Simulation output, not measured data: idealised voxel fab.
process module | voxel gate over fins
In the cross-section labelled cut, the width is 195 nm and each square cell is 5 nm.
Just so we're on the same page, the cross-sections are grids of square cells, and they're listed out in bands top to bottom, each band one or more rows deep.
Band: top and bottom heights (nm) first, top before bottom; then materials from left to right, widths in nm. "everywhere" marks a sole material filling the band edge to edge. "empty" denotes empty space.
Zero point of the height axis is 0; under it, received wafer = one material. Lowest band: continues down indefinitely, "z 0 and below".
Graded width ("30 to 40"): value in top row of band = first number; value in bottom row = second number; row-to-row change constant.
Basically "nothing was modified" means that step didn't change any cell in the cross-section.
"Voids, fully enclosed" lists enclosed empty spaces (at least 8 cells, no open path upward to the top), each as width x height at distance from the left edge, in nm.
Step line, after settings: the simulator's comment on this step.
The "overlay nm" setting may appear on a step's line; for a step that uses a mask, it gives how far to the right of its planned position the mask lay, and a negative value indicates the left.
# The process steps that were planned are listed below
1,RECEIVE [material Si]
2,CONFORMAL_DEP [material SiN] [thk nm 5]
3,DIRECTIONAL_DEP [material aC] [thk nm 10]
4,PATTERN [tone cover] [mask id FINS] [material resist] [width nm 15] [pitch nm 40] [thk nm 25] [overlay nm 0]
5,DIRECTIONAL_ETCH [etch materials aC] [depth nm 10]
6,STRIP [etch materials resist]
7,DIRECTIONAL_ETCH [etch materials SiN] [depth nm 5]
8,DIRECTIONAL_ETCH [etch materials Si] [depth nm 40]
9,STRIP [etch materials aC]
10,OXIDIZE [depth nm 5]
11,FILL_DEP [material SiO2] [thk nm 15]
12,CMP [height nm 5]
13,SELECTIVE_ETCH [etch materials SiO2] [depth nm 15]
14,STRIP [etch materials SiN]
15,CONFORMAL_DEP [material HfO2] [thk nm 5]
16,CONFORMAL_DEP [material TiN] [thk nm 5]
17,CONFORMAL_DEP [material TiAl] [thk nm 5]
18,CONFORMAL_DEP [material TiN] [thk nm 5]
19,FILL_DEP [material W] [thk nm 10]
20,CMP [height nm 25]
21,CONFORMAL_DEP [material SiN] [thk nm 10]
# Concerning the first of two wafers, which was run in accordance with the plan
# as received, after step 1
z 0 and below = Si everywhere
Voids, fully enclosed: none
# Cross-section of the wafer subsequent to step 2
z 5 to 0 = SiN everywhere
No changes below 0.
# Cross-section of the wafer subsequent to step 3
z 15 to 5 = aC everywhere
No changes below 5.
# Cross-section of the wafer subsequent to step 4
z 40 to 15 = 70 of empty; 15 of resist; 25 of empty; 15 of resist; 70 of empty
No changes below 15.
# Cross-section of the wafer subsequent to step 5
z 30 to 15 = 70 of empty; 15 of resist; 25 of empty; 15 of resist; 70 of empty
z 15 to 5 = 70 of empty; 15 of aC; 25 of empty; 15 of aC; 70 of empty
No changes below 5.
# Cross-section of the wafer subsequent to step 6
z 15 to 5 = 70 of empty; 15 of aC; 25 of empty; 15 of aC; 70 of empty
No changes below 5.
# Cross-section of the wafer subsequent to step 7
z 15 to 5 = 70 of empty; 15 of aC; 25 of empty; 15 of aC; 70 of empty
z 5 to 0 = 70 of empty; 15 of SiN; 25 of empty; 15 of SiN; 70 of empty
No changes below 0.
# Cross-section of the wafer subsequent to step 8
z 15 to 5 = 70 of empty; 15 of aC; 25 of empty; 15 of aC; 70 of empty
z 5 to 0 = 70 of empty; 15 of SiN; 25 of empty; 15 of SiN; 70 of empty
z 0 to -40 = 70 of empty; 15 of Si; 25 of empty; 15 of Si; 70 of empty
No changes below -40.
# Cross-section of the wafer subsequent to step 9
z 5 to 0 = 70 of empty; 15 of SiN; 25 of empty; 15 of SiN; 70 of empty
No changes below 0.
# Cross-section of the wafer subsequent to step 10
z 5 to 0 = 70 of empty; 15 of SiN; 25 of empty; 15 of SiN; 70 of empty
z 0 to -40 = 70 of empty; 5 of SiO2; 5 of Si; 5 of SiO2; 25 of empty; 5 of SiO2; 5 of Si; 5 of SiO2; 70 of empty
z -40 to -45 = 75 of SiO2; 5 of Si; 35 of SiO2; 5 of Si; 75 of SiO2
No changes below -45.
# Cross-section of the wafer subsequent to step 11
z 20 to 5 = SiO2 everywhere
z 5 to 0 = 70 of SiO2; 15 of SiN; 25 of SiO2; 15 of SiN; 70 of SiO2
z 0 to -45 = 75 of SiO2; 5 of Si; 35 of SiO2; 5 of Si; 75 of SiO2
No changes below -45.
# Cross-section of the wafer subsequent to step 12
z 5 to 0 = 70 of SiO2; 15 of SiN; 25 of SiO2; 15 of SiN; 70 of SiO2
No changes below 0.
# Cross-section of the wafer subsequent to step 13
z 5 to 0 = 70 of empty; 15 of SiN; 25 of empty; 15 of SiN; 70 of empty
z 0 to -10 = 75 of empty; 5 of Si; 35 of empty; 5 of Si; 75 of empty
No changes below -10.
# Cross-section of the wafer subsequent to step 14
z 0 to -10 = 75 of empty; 5 of Si; 35 of empty; 5 of Si; 75 of empty
No changes below -10.
# Cross-section of the wafer subsequent to step 15
z 5 to 0 = 70 of empty; 15 of HfO2; 25 of empty; 15 of HfO2; 70 of empty
z 0 to -5 = 70 of empty; 5 of HfO2; 5 of Si; 5 of HfO2; 25 of empty; 5 of HfO2; 5 of Si; 5 of HfO2; 70 of empty
z -5 to -10 = 75 of HfO2; 5 of Si; 35 of HfO2; 5 of Si; 75 of HfO2
No changes below -10.
# Cross-section of the wafer subsequent to step 16
z 10 to 5 = 65 of empty; 25 of TiN; 15 of empty; 25 of TiN; 65 of empty
z 5 to 0 = 65 of empty; 5 of TiN; 15 of HfO2; 5 of TiN; 15 of empty; 5 of TiN; 15 of HfO2; 5 of TiN; 65 of empty
z 0 to -5 = 70 of TiN; 5 of HfO2; 5 of Si; 5 of HfO2; 25 of TiN; 5 of HfO2; 5 of Si; 5 of HfO2; 70 of TiN
No changes below -5.
# Cross-section of the wafer subsequent to step 17
z 15 to 10 = 60 of empty; 35 of TiAl; 5 of empty; 35 of TiAl; 60 of empty
z 10 to 5 = 60 of empty; 5 of TiAl; 25 of TiN; 5 of TiAl; 5 of empty; 5 of TiAl; 25 of TiN; 5 of TiAl; 60 of empty
z 5 to 0 = 65 of TiAl; 5 of TiN; 15 of HfO2; 5 of TiN; 15 of TiAl; 5 of TiN; 15 of HfO2; 5 of TiN; 65 of TiAl
No changes below 0.
# Cross-section of the wafer subsequent to step 18
z 20 to 15 = 55 of empty; 85 of TiN; 55 of empty
z 15 to 10 = 55 of empty; 5 of TiN; 35 of TiAl; 5 of TiN; 35 of TiAl; 5 of TiN; 55 of empty
z 10 to 5 = 60 of TiN; 5 of TiAl; 25 of TiN; 5 of TiAl; 5 of TiN; 5 of TiAl; 25 of TiN; 5 of TiAl; 60 of TiN
No changes below 5.
# Cross-section of the wafer subsequent to step 19
z 30 to 20 = W everywhere
z 20 to 15 = 55 of W; 85 of TiN; 55 of W
z 15 to 10 = 55 of W; 5 of TiN; 35 of TiAl; 5 of TiN; 35 of TiAl; 5 of TiN; 55 of W
No changes below 10.
# Cross-section of the wafer subsequent to step 20
z 25 to 20 = W everywhere
No changes below 20.
# Cross-section of the wafer subsequent to step 21
z 35 to 25 = SiN everywhere
No changes below 25.
# Second wafer - shared start and plan with the first - one error in running - same as the first up to step 10 inclusive
# The second wafer cut through, at the time step 11 was supposed to be finished
z 20 to 5 = HfO2 everywhere
z 5 to 0 = 70 of HfO2; 15 of SiN; 25 of HfO2; 15 of SiN; 70 of HfO2
z 0 to -40 = 70 of HfO2; 5 of SiO2; 5 of Si; 5 of SiO2; 25 of HfO2; 5 of SiO2; 5 of Si; 5 of SiO2; 70 of HfO2
No changes below -40.
# The second wafer cut through, at the time step 12 was supposed to be finished
z 5 to 0 = 70 of HfO2; 15 of SiN; 25 of HfO2; 15 of SiN; 70 of HfO2
No changes below 0.
The second wafer cut through, at the time step 13 was supposed to be finished: nothing was modified
# The second wafer cut through, at the time step 14 was supposed to be finished
z 5 to 0 = 70 of HfO2; 15 of empty; 25 of HfO2; 15 of empty; 70 of HfO2
No changes below 0.
# The second wafer cut through, at the time step 15 was supposed to be finished
z 10 to 5 = 75 of HfO2; 5 of empty; 35 of HfO2; 5 of empty; 75 of HfO2
z 5 to 0 = HfO2 everywhere
No changes below 0.
# The second wafer cut through, at the time step 16 was supposed to be finished
z 15 to 10 = TiN everywhere
z 10 to 5 = 75 of HfO2; 5 of TiN; 35 of HfO2; 5 of TiN; 75 of HfO2
No changes below 5.
# The second wafer cut through, at the time step 17 was supposed to be finished
z 20 to 15 = TiAl everywhere
No changes below 15.
# The second wafer cut through, at the time step 18 was supposed to be finished
z 25 to 20 = TiN everywhere
No changes below 20.
# The second wafer cut through, at the time step 19 was supposed to be finished
z 35 to 25 = W everywhere
No changes below 25.
# The second wafer cut through, at the time step 20 was supposed to be finished
z 25 to 20 = TiN everywhere
No changes below 20.
# The second wafer cut through, at the time step 21 was supposed to be finished
z 35 to 25 = SiN everywhere
No changes below 25.
Heads up, the wafer didn't run the way we planned it: step 11 ran with different settings than intended, the actual operation and settings being FILL_DEP [material HfO2] [thk nm 15]
Final tally in cells, some materials are higher or lower on the second wafer than on the first: HfO2: 293 more, SiO2: 190 fewer, TiAl: 8 fewer, TiN: 12 fewer, W: 83 fewer
